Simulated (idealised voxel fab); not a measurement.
Herein follows the process module entitled voxel ribs on slabs.
In the cross-section labelled cut, the width is 165 nm and each square cell is 5 nm.
Cross-section = grid of square cells, listed top down in bands; band = one or more rows.
First you get the band's top height and its bottom height, in nm, and then the materials it's made of, left to right, with each width in nm. If you see a single material with "edge to edge", that one covers the band edge to edge. "empty" is empty space.
Measure heights from 0. That's the level where, below it, the as-received wafer is all one material. The lowest band is bottomless and extends downward; write it as in "0..down".
So if you see something like "30..40" for the width, read it as the top row of the band sitting at the first number and the bottom row at the second, with every row in between moving by the same amount as the last.
Given "left unchanged" for a step, no cell of the cross-section differs between before and after that step.
"Sealed-off cavities" - sealed voids, min. 8 cells, no opening to top; format: width x height at distance (distance from left edge; nm throughout).
Formally, on a step line, whatever follows the settings is a remark that the simulator itself makes on the step.
"overlay nm" on a masked step: distance the mask lay right of its planned place, negative for left.

Process steps - plan:
step 1: RECEIVE | material Si
step 2: DIRECTIONAL_DEP | material SiO2 | thk nm 30
step 3: DIRECTIONAL_DEP | material SiN | thk nm 15
step 4: DIRECTIONAL_DEP | material aC | thk nm 10
step 5: PATTERN | tone cover | mask id RIB | material resist | width nm 25 | thk nm 25 | overlay nm 0
step 6: DIRECTIONAL_ETCH | etch materials aC | depth nm 10
step 7: STRIP | etch materials resist
step 8: DIRECTIONAL_ETCH | etch materials SiN | depth nm 10
step 9: STRIP | etch materials aC
step 10: MASKED_ETCH | tone cover | mask id SLAB | width nm 55 | etch materials SiN | depth nm 5 | overlay nm -15
step 11: FILL_DEP | material SiO2 | thk nm 25
step 12: CMP | height nm 65
step 13: DIRECTIONAL_DEP | material TiN | thk nm 5
step 14: DIRECTIONAL_DEP | material aC | thk nm 10
step 15: PATTERN | tone cover | mask id HEATER | material resist | width nm 35 | thk nm 30 | overlay nm 0
step 16: DIRECTIONAL_ETCH | etch materials aC | depth nm 10
step 17: STRIP | etch materials resist
step 18: DIRECTIONAL_ETCH | etch materials TiN | depth nm 5
step 19: STRIP | etch materials aC
step 20: CONFORMAL_DEP | material SiO2 | thk nm 10
The overlay nm used in step 10 is not the same on every wafer, whereas the starting condition is; the value printed in the plan is the first wafer's.

As-received state after step 1, first of several wafers, cross-section:
* 0..down  Si edge to edge
* Sealed-off cavities: none

Wafer cross-section (first of several) - module end, post step 20 (last step):
* 80..75  empty (55), then SiO2 (55), then empty (55)
* 75..70  SiO2 edge to edge
* 70..65  SiO2 (65), then TiN (35), then SiO2 (65)
* 65..45  SiO2 edge to edge
* 45..35  SiO2 (70), then SiN (25), then SiO2 (70)
* 35..30  SiO2 (40), then SiN (55), then SiO2 (70)
* 30..0  SiO2 edge to edge
* 0..down  Si edge to edge
* Sealed-off cavities: none

Cross-sectional depiction of the last of several wafers upon completion of the module:
* 80..75  empty (55), then SiO2 (55), then empty (55)
* 75..70  SiO2 edge to edge
* 70..65  SiO2 (65), then TiN (35), then SiO2 (65)
* 65..45  SiO2 edge to edge
* 45..35  SiO2 (70), then SiN (25), then SiO2 (70)
* 35..30  SiO2 (70), then SiN (55), then SiO2 (40)
* 30..0  SiO2 edge to edge
* 0..down  Si edge to edge
* Sealed-off cavities: none

End of module, by wafer: material-by-material cell gain (+) or loss (-) since receipt, then closed voids:
overlay nm -15; +21 SiN; +478 SiO2; +7 TiN; Sealed-off cavities: none
overlay nm -10; +21 SiN; +478 SiO2; +7 TiN; Sealed-off cavities: none
overlay nm -5; +21 SiN; +478 SiO2; +7 TiN; Sealed-off cavities: none
overlay nm 0; +21 SiN; +478 SiO2; +7 TiN; Sealed-off cavities: none
overlay nm 5; +21 SiN; +478 SiO2; +7 TiN; Sealed-off cavities: none
overlay nm 10; +21 SiN; +478 SiO2; +7 TiN; Sealed-off cavities: none
overlay nm 15; +21 SiN; +478 SiO2; +7 TiN; Sealed-off cavities: none
